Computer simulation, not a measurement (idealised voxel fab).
Module name: voxel wiring stack (process module)
280 nm wide, 5 nm square cells: that's cross-section cut.
For the purposes of this document, a cross-section shall be understood as a grid of square cells, specified as bands listed in top-to-bottom order, each band consisting of one or more rows of cells. Band: top height; bottom height; in nm. Then, left to right: material with width in nm, for each material. "full width": a single material spanning edge to edge. "air": empty space. Zero point of the height axis is 0; under it, received wafer = one material. Lowest band: continues down indefinitely, "z 0 and below". Think of "30->40" as a width that walks from the first number to the second as you go down the band, top row to bottom row, taking equal-sized steps from row to row. Basically "nothing changed" means that step didn't change any cell in the cross-section. "Cavities, closed" enumerates empty spaces isolated from the top, with no open way to it, that contain at least 8 cells, giving each as width x height at distance from the left edge, all three in nm. Past the settings on a step's line: simulator remark, on that step. You can add "overlay nm" to a step's line. For a step with a mask, it describes how far the mask lay to the right of its planned position, and a negative number describes a lay to the left.
This section lists the process steps that were planned:
1) RECEIVE, material Si
2) CONFORMAL_DEP, material SiO2, thk nm 10
3) CONFORMAL_DEP, material SiN, thk nm 5
4) DIRECTIONAL_DEP, material lowk, thk nm 15
5) PATTERN, tone open, mask id METAL_1, material resist, width nm 20, pitch nm 35, thk nm 15, overlay nm 0
6) DIRECTIONAL_ETCH, etch materials lowk, depth nm 15
7) DIRECTIONAL_ETCH, etch materials SiN, depth nm 5
8) STRIP, etch materials resist
9) CONFORMAL_DEP, material TiN, thk nm 5
10) FILL_DEP, material Ru, thk nm 5
11) CMP, height nm 30
12) CONFORMAL_DEP, material SiCN, thk nm 5
13) DIRECTIONAL_DEP, material lowk, thk nm 30
14) PATTERN, tone open, mask id METAL_2_HOLES, material resist, width nm 15, pitch nm 35, thk nm 20, overlay nm 0
15) DIRECTIONAL_ETCH, etch materials lowk, depth nm 30
16) STRIP, etch materials resist
17) DIRECTIONAL_DEP, material aC, thk nm 10
18) PATTERN, tone open, mask id METAL_2, material resist, width nm 20, pitch nm 35, thk nm 30, overlay nm 0
19) DIRECTIONAL_ETCH, etch materials aC, depth nm 10
20) STRIP, etch materials resist
21) DIRECTIONAL_ETCH, etch materials lowk, depth nm 20
22) DIRECTIONAL_ETCH, etch materials SiCN, depth nm 5
23) STRIP, etch materials aC
24) CONFORMAL_DEP, material TiN, thk nm 5
25) FILL_DEP, material Cu, thk nm 10
26) CMP, height nm 65
27) CONFORMAL_DEP, material SiCN, thk nm 5
28) DIRECTIONAL_DEP, material SiO2, thk nm 15
29) MASKED_ETCH, tone open, mask id PLUG_2, width nm 15, pitch nm 35, etch materials SiO2, depth nm 15, overlay nm 0
30) MASKED_ETCH, tone open, mask id PLUG_2, width nm 15, pitch nm 35, etch materials SiCN, depth nm 5, overlay nm 0
31) CONFORMAL_DEP, material TiN, thk nm 5
32) FILL_DEP, material W, thk nm 5
33) CMP, height nm 85
34) CONFORMAL_DEP, material SiN, thk nm 5
35) DIRECTIONAL_DEP, material SiO2, thk nm 15
36) MASKED_ETCH, tone open, mask id METAL_3, width nm 20, pitch nm 35, etch materials SiO2, depth nm 15, overlay nm 0
37) MASKED_ETCH, tone open, mask id METAL_3, width nm 20, pitch nm 35, etch materials SiN, depth nm 5, overlay nm 0
38) CONFORMAL_DEP, material TiN, thk nm 5
39) FILL_DEP, material Ru, thk nm 10
40) CMP, height nm 105
41) CONFORMAL_DEP, material SiCN, thk nm 5
42) DIRECTIONAL_DEP, material lowk, thk nm 30
43) MASKED_ETCH, tone open, mask id METAL_4, width nm 20, pitch nm 35, etch materials lowk, depth nm 15, overlay nm 0
44) MASKED_ETCH, tone open, mask id METAL_4_HOLES, width nm 15, pitch nm 70, etch materials lowk, depth nm 15, overlay nm 0
45) MASKED_ETCH, tone open, mask id METAL_4_HOLES, width nm 15, pitch nm 70, etch materials SiCN, depth nm 5, overlay nm 0
46) CONFORMAL_DEP, material TiN, thk nm 5
47) FILL_DEP, material Ru, thk nm 5
48) CMP, height nm 140
49) CONFORMAL_DEP, material SiN, thk nm 5
Wafer at receipt (post step 1), cross-section:
  z 0 and below: Si full width
  Cavities, closed: none
The first of two wafers, cross-sectioned at the end of the module, with the run proceeding as planned:
  z 145 to 140: SiN full width
  z 140 to 130: 95 lowk, then 5 TiN, then 10 Ru, then 5 TiN, then 15 lowk, then 5 TiN, then 10 Ru, then 5 TiN, then 15 lowk, then 5 TiN, then 10 Ru, then 5 TiN, then 95 lowk
  z 130 to 125: 95 lowk, then 5 TiN, then 5 Ru, then 10 TiN, then 15 lowk, then 20 TiN, then 15 lowk, then 5 TiN, then 5 Ru, then 10 TiN, then 95 lowk
  z 125 to 110: 95 lowk, then 5 TiN, then 5 Ru, then 5 TiN, then 55 lowk, then 5 TiN, then 5 Ru, then 5 TiN, then 100 lowk
  z 110 to 105: 95 SiCN, then 15 TiN, then 55 SiCN, then 15 TiN, then 100 SiCN
  z 105 to 90: 95 SiO2, then 5 TiN, then 10 Ru, then 5 TiN, then 15 SiO2, then 5 TiN, then 10 Ru, then 5 TiN, then 15 SiO2, then 5 TiN, then 10 Ru, then 5 TiN, then 95 SiO2
  z 90 to 85: 95 SiN, then 20 TiN, then 15 SiN, then 20 TiN, then 15 SiN, then 20 TiN, then 95 SiN
  z 85 to 70: 95 SiO2, then 5 TiN, then 5 W, then 5 TiN, then 20 SiO2, then 5 TiN, then 5 W, then 5 TiN, then 20 SiO2, then 5 TiN, then 5 W, then 5 TiN, then 100 SiO2
  z 70 to 65: 95 SiCN, then 15 TiN, then 20 SiCN, then 15 TiN, then 20 SiCN, then 15 TiN, then 100 SiCN
  z 65 to 50: 95 lowk, then 5 TiN, then 10 Cu, then 5 TiN, then 15 lowk, then 5 TiN, then 10 Cu, then 5 TiN, then 15 lowk, then 5 TiN, then 10 Cu, then 5 TiN, then 95 lowk
  z 50 to 45: 95 lowk, then 5 TiN, then 5 Cu, then 10 TiN, then 15 lowk, then 5 TiN, then 5 Cu, then 10 TiN, then 15 lowk, then 5 TiN, then 5 Cu, then 10 TiN, then 95 lowk
  z 45 to 35: 95 lowk, then 5 TiN, then 5 Cu, then 5 TiN, then 20 lowk, then 5 TiN, then 5 Cu, then 5 TiN, then 20 lowk, then 5 TiN, then 5 Cu, then 5 TiN, then 100 lowk
  z 35 to 30: 95 SiCN, then 15 TiN, then 20 SiCN, then 15 TiN, then 20 SiCN, then 15 TiN, then 100 SiCN
  z 30 to 15: 95 lowk, then 5 TiN, then 10 Ru, then 5 TiN, then 15 lowk, then 5 TiN, then 10 Ru, then 5 TiN, then 15 lowk, then 5 TiN, then 10 Ru, then 5 TiN, then 95 lowk
  z 15 to 10: 95 SiN, then 20 TiN, then 15 SiN, then 20 TiN, then 15 SiN, then 20 TiN, then 95 SiN
  z 10 to 0: SiO2 full width
  z 0 and below: Si full width
  Cavities, closed: none
So this is wafer number two of the two, cut at the end of the module - it started where the first did and had the same plan, we just got one thing wrong running it:
  z 145 to 140: SiN full width
  z 140 to 115: 95 lowk, then 5 TiN, then 10 Ru, then 5 TiN, then 15 lowk, then 5 TiN, then 10 Ru, then 5 TiN, then 15 lowk, then 5 TiN, then 10 Ru, then 5 TiN, then 95 lowk
  z 115 to 110: 95 lowk, then 5 TiN, then 5 Ru, then 10 TiN, then 15 lowk, then 20 TiN, then 15 lowk, then 5 TiN, then 5 Ru, then 10 TiN, then 95 lowk
  z 110 to 105: 95 SiCN, then 15 TiN, then 55 SiCN, then 15 TiN, then 100 SiCN
  z 105 to 90: 95 SiO2, then 5 TiN, then 10 Ru, then 5 TiN, then 15 SiO2, then 5 TiN, then 10 Ru, then 5 TiN, then 15 SiO2, then 5 TiN, then 10 Ru, then 5 TiN, then 95 SiO2
  z 90 to 85: 95 SiN, then 20 TiN, then 15 SiN, then 20 TiN, then 15 SiN, then 20 TiN, then 95 SiN
  z 85 to 70: 95 SiO2, then 5 TiN, then 5 W, then 5 TiN, then 20 SiO2, then 5 TiN, then 5 W, then 5 TiN, then 20 SiO2, then 5 TiN, then 5 W, then 5 TiN, then 100 SiO2
  z 70 to 65: 95 SiCN, then 15 TiN, then 20 SiCN, then 15 TiN, then 20 SiCN, then 15 TiN, then 100 SiCN
  z 65 to 50: 95 lowk, then 5 TiN, then 10 Cu, then 5 TiN, then 15 lowk, then 5 TiN, then 10 Cu, then 5 TiN, then 15 lowk, then 5 TiN, then 10 Cu, then 5 TiN, then 95 lowk
  z 50 to 45: 95 lowk, then 5 TiN, then 5 Cu, then 10 TiN, then 15 lowk, then 5 TiN, then 5 Cu, then 10 TiN, then 15 lowk, then 5 TiN, then 5 Cu, then 10 TiN, then 95 lowk
  z 45 to 35: 95 lowk, then 5 TiN, then 5 Cu, then 5 TiN, then 20 lowk, then 5 TiN, then 5 Cu, then 5 TiN, then 20 lowk, then 5 TiN, then 5 Cu, then 5 TiN, then 100 lowk
  z 35 to 30: 95 SiCN, then 15 TiN, then 20 SiCN, then 15 TiN, then 20 SiCN, then 15 TiN, then 100 SiCN
  z 30 to 15: 95 lowk, then 5 TiN, then 10 Ru, then 5 TiN, then 15 lowk, then 5 TiN, then 10 Ru, then 5 TiN, then 15 lowk, then 5 TiN, then 10 Ru, then 5 TiN, then 95 lowk
  z 15 to 10: 95 SiN, then 20 TiN, then 15 SiN, then 20 TiN, then 15 SiN, then 20 TiN, then 95 SiN
  z 10 to 0: SiO2 full width
  z 0 and below: Si full width
  Cavities, closed: none
Short version of what went wrong: regarding the plan, step 43 was run twice
End check, counted in cells, second wafer has more or fewer of these materials than the first: +12 Ru; +6 TiN; -18 lowk
